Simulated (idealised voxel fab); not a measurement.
You're looking at the process module voxel tone inversion.
We display cut, a cross-section 180 nm in width whose square cells are each 5 nm.
Cross-section format: a grid of square cells, given as bands from top to bottom; each band is one or more rows of cells.
Heights first: top, then bottom, in nm. Then materials, left to right, each with a width in nm. "everywhere" on a single material: fills the band edge to edge. "empty": empty space.
Heights are measured from 0, the level below which the as-received wafer is all one material; the lowest band has no bottom and continues downward, written as in "0 nm and below".
With a width like "30..40", each row of cells in the band differs from the next by the same amount, the top row carrying the first number and the bottom row the second.
It should be understood that the words "no alterations made", when stated for a given step, signify that the cross-section underwent no change in any of its cells during that step.
"Entrapped void list" - sealed voids, min. 8 cells, no opening to top; format: width x height at distance (distance from left edge; nm throughout).
Anything after a step's settings on that line? It's the simulator's own note about the step.
When a step includes a mask, the "overlay nm" setting on its line states how far to the right of its planned place that mask lay, and negative values state how far to the left.
Steps in the process plan
1: RECEIVE with material Si
2: CONFORMAL_DEP with material SiCN, thk nm 10
3: DIRECTIONAL_DEP with material polySi, thk nm 25
4: PATTERN with tone cover, mask id POSTS, material resist, width nm 15, pitch nm 35, thk nm 30, overlay nm 0
5: DIRECTIONAL_ETCH with etch materials polySi, depth nm 25
6: STRIP with etch materials resist
7: FILL_DEP with material SiO2, thk nm 5
8: CMP with height nm 35
9: STRIP with etch materials polySi
10: CONFORMAL_DEP with material TiN, thk nm 5
11: FILL_DEP with material W, thk nm 10
12: CMP with height nm 35
13: CONFORMAL_DEP with material SiCN, thk nm 5
First of the two wafers, run per plan
The cross-section here shows the wafer as received, i.e. in its state after step 1
* 0 nm and below  Si everywhere
* Entrapped void list: none
Cross-section through the wafer, step 2 finished
* 10 nm to 0 nm  SiCN everywhere
* Anything lower than 0 is untouched.
Cross-section through the wafer, step 3 finished
* 35 nm to 10 nm  polySi everywhere
* Anything lower than 10 is untouched.
Cross-section through the wafer, step 4 finished
* 65 nm to 35 nm  65 empty  15 resist  20 empty  15 resist  65 empty
* Anything lower than 35 is untouched.
Cross-section through the wafer, step 5 finished
* 65 nm to 35 nm  65 empty  15 resist  20 empty  15 resist  65 empty
* 35 nm to 10 nm  65 empty  15 polySi  20 empty  15 polySi  65 empty
* Anything lower than 10 is untouched.
Cross-section through the wafer, step 6 finished
* 35 nm to 10 nm  65 empty  15 polySi  20 empty  15 polySi  65 empty
* Anything lower than 10 is untouched.
Cross-section through the wafer, step 7 finished
* 40 nm to 35 nm  SiO2 everywhere
* 35 nm to 10 nm  65 SiO2  15 polySi  20 SiO2  15 polySi  65 SiO2
* Anything lower than 10 is untouched.
Cross-section through the wafer, step 8 finished
* 35 nm to 10 nm  65 SiO2  15 polySi  20 SiO2  15 polySi  65 SiO2
* Anything lower than 10 is untouched.
Cross-section through the wafer, step 9 finished
* 35 nm to 10 nm  65 SiO2  15 empty  20 SiO2  15 empty  65 SiO2
* Anything lower than 10 is untouched.
Cross-section through the wafer, step 10 finished
* 40 nm to 35 nm  70 TiN  5 empty  30 TiN  5 empty  70 TiN
* 35 nm to 15 nm  65 SiO2  5 TiN  5 empty  5 TiN  20 SiO2  5 TiN  5 empty  5 TiN  65 SiO2
* 15 nm to 10 nm  65 SiO2  15 TiN  20 SiO2  15 TiN  65 SiO2
* Anything lower than 10 is untouched.
Cross-section through the wafer, step 11 finished
* 50 nm to 40 nm  W everywhere
* 40 nm to 35 nm  70 TiN  5 W  30 TiN  5 W  70 TiN
* 35 nm to 15 nm  65 SiO2  5 TiN  5 W  5 TiN  20 SiO2  5 TiN  5 W  5 TiN  65 SiO2
* Anything lower than 15 is untouched.
Cross-section through the wafer, step 12 finished
* 35 nm to 15 nm  65 SiO2  5 TiN  5 W  5 TiN  20 SiO2  5 TiN  5 W  5 TiN  65 SiO2
* Anything lower than 15 is untouched.
Cross-section through the wafer, step 13 finished
* 40 nm to 35 nm  SiCN everywhere
* Anything lower than 35 is untouched.
The second wafer began exactly as the first did and followed the same plan, but one mistake was made while running it; through step 6 inclusive, the two wafers are identical
X-section, second wafer, when step 7 was due to finish
* 40 nm to 35 nm  W everywhere
* 35 nm to 10 nm  65 W  15 polySi  20 W  15 polySi  65 W
* Anything lower than 10 is untouched.
X-section, second wafer, when step 8 was due to finish
* 35 nm to 10 nm  65 W  15 polySi  20 W  15 polySi  65 W
* Anything lower than 10 is untouched.
X-section, second wafer, when step 9 was due to finish
* 35 nm to 10 nm  65 W  15 empty  20 W  15 empty  65 W
* Anything lower than 10 is untouched.
X-section, second wafer, when step 10 was due to finish
* 40 nm to 35 nm  70 TiN  5 empty  30 TiN  5 empty  70 TiN
* 35 nm to 15 nm  65 W  5 TiN  5 empty  5 TiN  20 W  5 TiN  5 empty  5 TiN  65 W
* 15 nm to 10 nm  65 W  15 TiN  20 W  15 TiN  65 W
* Anything lower than 10 is untouched.
X-section, second wafer, when step 11 was due to finish
* 50 nm to 40 nm  W everywhere
* 40 nm to 35 nm  70 TiN  5 W  30 TiN  5 W  70 TiN
* 35 nm to 15 nm  65 W  5 TiN  5 W  5 TiN  20 W  5 TiN  5 W  5 TiN  65 W
* Anything lower than 15 is untouched.
X-section, second wafer, when step 12 was due to finish
* 35 nm to 15 nm  65 W  5 TiN  5 W  5 TiN  20 W  5 TiN  5 W  5 TiN  65 W
* Anything lower than 15 is untouched.
X-section, second wafer, when step 13 was due to finish
* 40 nm to 35 nm  SiCN everywhere
* Anything lower than 35 is untouched.
Want to know what went wrong? rather than as planned, step 7 actually ran as FILL_DEP with material W, thk nm 5
Per the end-of-run cell counts, the second wafer holds more or fewer of some materials than the first: 150 fewer of SiO2, 150 more of W
